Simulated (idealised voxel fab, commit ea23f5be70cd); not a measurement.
Documented hereafter: the process module known as voxel ribs on slabs.
Cross-section cut: width 170 nm, square cells of 5 nm.
For the purposes of this document, a cross-section shall be understood as a grid of square cells, specified as bands listed in top-to-bottom order, each band consisting of one or more rows of cells.
Band entry format. Leading values: height of top, height of bottom, nm. Remainder: materials in left-to-right order, each with its width in nm. Special words: "everywhere" on a single material, which then fills the band edge to edge; "air", empty space.
Measure heights from 0. That's the level where, below it, the as-received wafer is all one material. The lowest band is bottomless and extends downward; write it as in "0 -> down".
Graded width ("30..40"): value in top row of band = first number; value in bottom row = second number; row-to-row change constant.
A step reported as "identical to before" is a step in which no cell of the cross-section changed.
Basically, "Cavities, closed" tells you about the enclosed voids: empty spaces with no open way to the top, 8 cells or bigger, each written width x height at distance, where distance is from the left edge, all in nm.
Whatever follows a step's settings on its line is a remark the simulator itself makes about that step.
Each step line may optionally specify "overlay nm", which for a step with a mask gives the rightward distance between the mask's planned place and where it lay, a negative value indicating the leftward direction.

## This section lists the process steps that were planned
1: RECEIVE,material Si
2: DIRECTIONAL_DEP,material SiO2,thk nm 30
3: DIRECTIONAL_DEP,material polySi,thk nm 25
4: DIRECTIONAL_DEP,material aC,thk nm 10
5: PATTERN,tone cover,mask id RIB,material resist,width nm 25,thk nm 30,overlay nm 0
6: DIRECTIONAL_ETCH,etch materials aC,depth nm 10
7: STRIP,etch materials resist
8: DIRECTIONAL_ETCH,etch materials polySi,depth nm 10
9: STRIP,etch materials aC
10: MASKED_ETCH,tone cover,mask id SLAB,width nm 55,etch materials polySi,depth nm 15,overlay nm 0
11: FILL_DEP,material SiO2,thk nm 25
12: CMP,height nm 75
13: DIRECTIONAL_DEP,material W,thk nm 10
14: DIRECTIONAL_DEP,material aC,thk nm 15
15: PATTERN,tone cover,mask id HEATER,material resist,width nm 35,thk nm 30,overlay nm 0
16: DIRECTIONAL_ETCH,etch materials aC,depth nm 5
17: STRIP,etch materials resist
18: DIRECTIONAL_ETCH,etch materials W,depth nm 10
19: STRIP,etch materials aC
20: CONFORMAL_DEP,material SiO2,thk nm 5
Among the wafers covered here, the point of difference is the depth nm at step 16; their starting state is shared, and the plan presents the value of the first wafer.

## Received wafers, first of several: cross-section after step 1
	0 -> down  Si everywhere
	Cavities, closed: none

## Last step of the module is step 20; after it, the first of several wafers in cross-section
	90 -> 85  SiO2 everywhere
	85 -> 75  W everywhere
	75 -> 55  SiO2 everywhere
	55 -> 45  SiO2 70 nm, polySi 25 nm, SiO2 75 nm
	45 -> 30  SiO2 55 nm, polySi 55 nm, SiO2 60 nm
	30 -> 0  SiO2 everywhere
	0 -> down  Si everywhere
	Cavities, closed: none

## Here's the last wafer cross-sectioned at the end of the module
	90 -> 85  air 60 nm, SiO2 45 nm, air 65 nm
	85 -> 80  air 60 nm, SiO2 5 nm, W 35 nm, SiO2 5 nm, air 65 nm
	80 -> 75  SiO2 65 nm, W 35 nm, SiO2 70 nm
	75 -> 55  SiO2 everywhere
	55 -> 45  SiO2 70 nm, polySi 25 nm, SiO2 75 nm
	45 -> 30  SiO2 55 nm, polySi 55 nm, SiO2 60 nm
	30 -> 0  SiO2 everywhere
	0 -> down  Si everywhere
	Cavities, closed: none

## Each row below is a wafer at the end of the module, listing for every material the number of cells it has gained (+) or lost (-) since it was received, followed by its closed voids
depth nm 5 | +501 SiO2 | +68 W | +43 polySi | Cavities, closed: none
depth nm 10 | +501 SiO2 | +68 W | +43 polySi | Cavities, closed: none
depth nm 15 | +505 SiO2 | +14 W | +43 polySi | Cavities, closed: none
depth nm 20 | +505 SiO2 | +14 W | +43 polySi | Cavities, closed: none
depth nm 25 | +505 SiO2 | +14 W | +43 polySi | Cavities, closed: none
depth nm 30 | +505 SiO2 | +14 W | +43 polySi | Cavities, closed: none
